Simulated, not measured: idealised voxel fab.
process module | voxel quadruple lines
cross-section cut | 200 nm wide | cells 5 nm
A cross-section is a grid of square cells, given in bands from the top down. A band is one or more rows of cells.
Each band's line starts with the height of the band's top and of its bottom, in nm. Then come its materials from left to right, each with its width in nm. One material with "throughout" fills the band from edge to edge. "air" is empty space.
Height 0 is the level under which the wafer as received is all one material. The lowest band goes on downwards, as in "0 down".
A width such as "30 to 40" changes by the same amount from each row of cells to the next, from the band's top row to its bottom row.
"no change" after a step means that no cell of the cross-section changed.
closed voids: empty space of 8 cells or more with no open way to the top, each as width x height at its distance from the left edge, in nm
after a step's settings: what the simulator itself notes on the step
overlay nm, on a step with a mask: how far to the right of its planned place the mask lay; to the left if negative
plan
1 op RECEIVE | material Si
2 op CONFORMAL_DEP | material Al2O3 | thk nm 10
3 op DIRECTIONAL_DEP | material TiN | thk nm 10
4 op DIRECTIONAL_DEP | material polySi | thk nm 15
5 op DIRECTIONAL_DEP | material aC | thk nm 20
6 op PATTERN | tone cover | mask id MANDREL | material resist | width nm 20 | thk nm 30 | overlay nm 0
7 op DIRECTIONAL_ETCH | etch materials aC | depth nm 20
8 op STRIP | etch materials resist
9 op CONFORMAL_DEP | material SiO2 | thk nm 10
10 op DIRECTIONAL_ETCH | etch materials SiO2 | depth nm 10
11 op STRIP | etch materials aC
12 op DIRECTIONAL_ETCH | etch materials polySi | depth nm 15
13 op STRIP | etch materials SiO2
14 op CONFORMAL_DEP | material SiCN | thk nm 10
15 op DIRECTIONAL_ETCH | etch materials SiCN | depth nm 10
16 op STRIP | etch materials polySi
17 op DIRECTIONAL_ETCH | etch materials TiN | depth nm 10
18 op STRIP | etch materials SiCN
varied across the wafers: width nm of step 6. The plan shows the first wafer's value. All wafers start alike
first wafer as received, after step 1
  0 down: Si throughout
  closed voids: none
first wafer at the end, after step 18
  20 to 10: air 70 | TiN 10 | air 10 | TiN 20 | air 10 | TiN 10 | air 70
  10 to 0: Al2O3 throughout
  0 down: Si throughout
  closed voids: none
last wafer at the end
  20 to 10: air 60 | TiN 10 | air 10 | TiN 10 | air 25 | TiN 10 | air 10 | TiN 10 | air 55
  10 to 0: Al2O3 throughout
  0 down: Si throughout
  closed voids: none
each wafer at the end: cells of each material gained (+) or lost (-) since it was received, then its closed voids
width nm 20 | +80 Al2O3 | +16 TiN | closed voids: none
width nm 25 | +80 Al2O3 | +16 TiN | closed voids: none
width nm 30 | +80 Al2O3 | +16 TiN | closed voids: none
width nm 35 | +80 Al2O3 | +16 TiN | closed voids: none
width nm 40 | +80 Al2O3 | +16 TiN | closed voids: none
width nm 45 | +80 Al2O3 | +16 TiN | closed voids: none
